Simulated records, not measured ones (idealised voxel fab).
The process module presented herein is designated voxel spacer lines.
We display cut, a cross-section 175 nm in width whose square cells are each 5 nm.
In what follows, cross-sections appear as grids of square cells, described through bands that run from the top down, where every band is one or more rows of cells. Within each band entry, the heights of the top and of the bottom of the band appear first, in that order and in nm; the materials of the band then follow from left to right, each with its corresponding width in nm. The designation "everywhere" on a single material indicates that it fills the band from edge to edge; the designation "empty" indicates empty space. Heights are measured from 0, the level below which the as-received wafer is all one material; the lowest band has no bottom and continues downward, written as in "z 0 and below". The width entry "30->40" should be interpreted row by row: the top row of cells in the band takes the first number, the bottom row takes the second number, and the change between adjacent rows is uniform throughout. Basically "all unchanged" means that step didn't change any cell in the cross-section. "Encapsulated voids" contains a list of empty spaces, each no smaller than 8 cells and without an open way to the top, written in the form width x height at distance with the distance from the left edge and all three in nm. Read whatever lies past the settings on a step's line as the simulator's own remark about the step. Regarding "overlay nm": on a step with a mask, it is the distance the mask lay to the right of its planned place; a negative value places it to the left.
# Steps planned for the process
| 1 | RECEIVE: material Si |
| 2 | CONFORMAL_DEP: material Al2O3, thk nm 5 |
| 3 | DIRECTIONAL_DEP: material SiN, thk nm 10 |
| 4 | DIRECTIONAL_DEP: material polySi, thk nm 30 |
| 5 | PATTERN: tone cover, mask id MANDREL, material resist, width nm 15, pitch nm 50, thk nm 35, overlay nm 0 |
| 6 | DIRECTIONAL_ETCH: etch materials polySi, depth nm 30 |
| 7 | STRIP: etch materials resist |
| 8 | CONFORMAL_DEP: material SiO2, thk nm 10 |
| 9 | DIRECTIONAL_ETCH: etch materials SiO2, depth nm 10 |
| 10 | STRIP: etch materials polySi |
| 11 | DIRECTIONAL_ETCH: etch materials SiN, depth nm 10 |
| 12 | STRIP: etch materials SiO2 |
| 13 | FILL_DEP: material SiO2, thk nm 5 |
| 14 | CMP: height nm 15 |
# So this is the incoming wafer in cross-section - it's already been through step 1
> z 0 and below: Si everywhere
> Encapsulated voids: none
# The plan above was carried out on the starting structure above with one mistake, and this cross-section shows the wafer at the end of the module
> z 15 to 5: polySi=45 / SiN=10 / polySi=15 / SiN=10 / polySi=15 / SiN=10 / polySi=15 / SiN=10 / polySi=45
> z 5 to 0: Al2O3 everywhere
> z 0 and below: Si everywhere
> Encapsulated voids: none
Want to know what went wrong? the process deviated at step 13: the operation and settings actually run there were FILL_DEP: material polySi, thk nm 5
